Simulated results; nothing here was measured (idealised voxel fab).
Proc. module: voxel ribs on slabs
The figure presents cross-section cut, which has a width of 140 nm and is divided into square cells with an edge length of 5 nm.
A cross-section in this document is a grid of square cells, and it is written down as bands, the top band listed before the ones below it; a band is made up of one or more rows of cells.
Heads up on the band format: heights come first, top then bottom, in nm. After that it's the materials left to right, each with its width in nm. A single material flagged "full width" fills the whole band edge to edge, and "air" means there's empty space there.
Measure heights from 0. That's the level where, below it, the as-received wafer is all one material. The lowest band is bottomless and extends downward; write it as in "top 0, no bottom".
The notation "30..40" denotes a width that varies across the rows of cells in the band, beginning at the first number in the top row, finishing at the second number in the bottom row, and changing by an identical amount from each row to the next.
Given "identical to before" for a step, no cell of the cross-section differs between before and after that step.
Heads up: "Closed void catalog" only lists the empty pockets with no open path to the top that are 8 cells or more, and it writes them as width x height at distance, distance from the left edge, in nm.
Past the settings on a step's line: simulator remark, on that step.
overlay nm: step with mask; distance mask lay right of planned place; negative value = left of planned place.
# The following list gives the planned process steps
1 RECEIVE,material Si
2 DIRECTIONAL_DEP,material SiO2,thk nm 30
3 DIRECTIONAL_DEP,material SiN,thk nm 20
4 MASKED_ETCH,tone cover,mask id RIB,width nm 20,etch materials SiN,depth nm 5,overlay nm 0
5 PATTERN,tone cover,mask id SLAB,material resist,width nm 50,thk nm 15,overlay nm 0
6 DIRECTIONAL_ETCH,etch materials SiN,depth nm 15
7 STRIP,etch materials resist
8 FILL_DEP,material SiO2,thk nm 25
9 CMP,height nm 65
10 DIRECTIONAL_DEP,material W,thk nm 10
11 DIRECTIONAL_DEP,material aC,thk nm 15
12 PATTERN,tone cover,mask id HEATER,material resist,width nm 30,thk nm 35,overlay nm 0
13 DIRECTIONAL_ETCH,etch materials aC,depth nm 15
14 STRIP,etch materials resist
15 DIRECTIONAL_ETCH,etch materials W,depth nm 10
16 STRIP,etch materials aC
17 CONFORMAL_DEP,material SiN,thk nm 5
# As-received state of the wafer in cross-section, equivalent to post-step 1
    top 0, no bottom | Si full width
    Closed void catalog: none
# Cross-section taken at module completion on the first of two wafers; processed per the plan
    top 80, bottom 75 | air 50  SiN 40  air 50
    top 75, bottom 70 | air 50  SiN 5  W 30  SiN 5  air 50
    top 70, bottom 65 | SiN 55  W 30  SiN 55
    top 65, bottom 50 | SiO2 full width
    top 50, bottom 45 | SiO2 60  SiN 20  SiO2 60
    top 45, bottom 30 | SiO2 45  SiN 50  SiO2 45
    top 30, bottom 0 | SiO2 full width
    top 0, no bottom | Si full width
    Closed void catalog: none
# Wafer two (of two), end-of-module cross-section: start = wafer one, plan = wafer one, one run mistake
    top 80, bottom 75 | air 50  SiN 40  air 50
    top 75, bottom 70 | air 50  SiN 5  W 30  SiN 5  air 50
    top 70, bottom 65 | SiN 55  W 30  SiN 55
    top 65, bottom 60 | SiO2 45  SiN 50  SiO2 45
    top 60, bottom 0 | SiO2 full width
    top 0, no bottom | Si full width
    Closed void catalog: none
In executing the process, a mistake was made relative to the plan: it should be noted that step 2 of the plan was executed twice
Final wafer comparison in cells, second versus first, more or fewer per material: -24 SiN; +24 SiO2
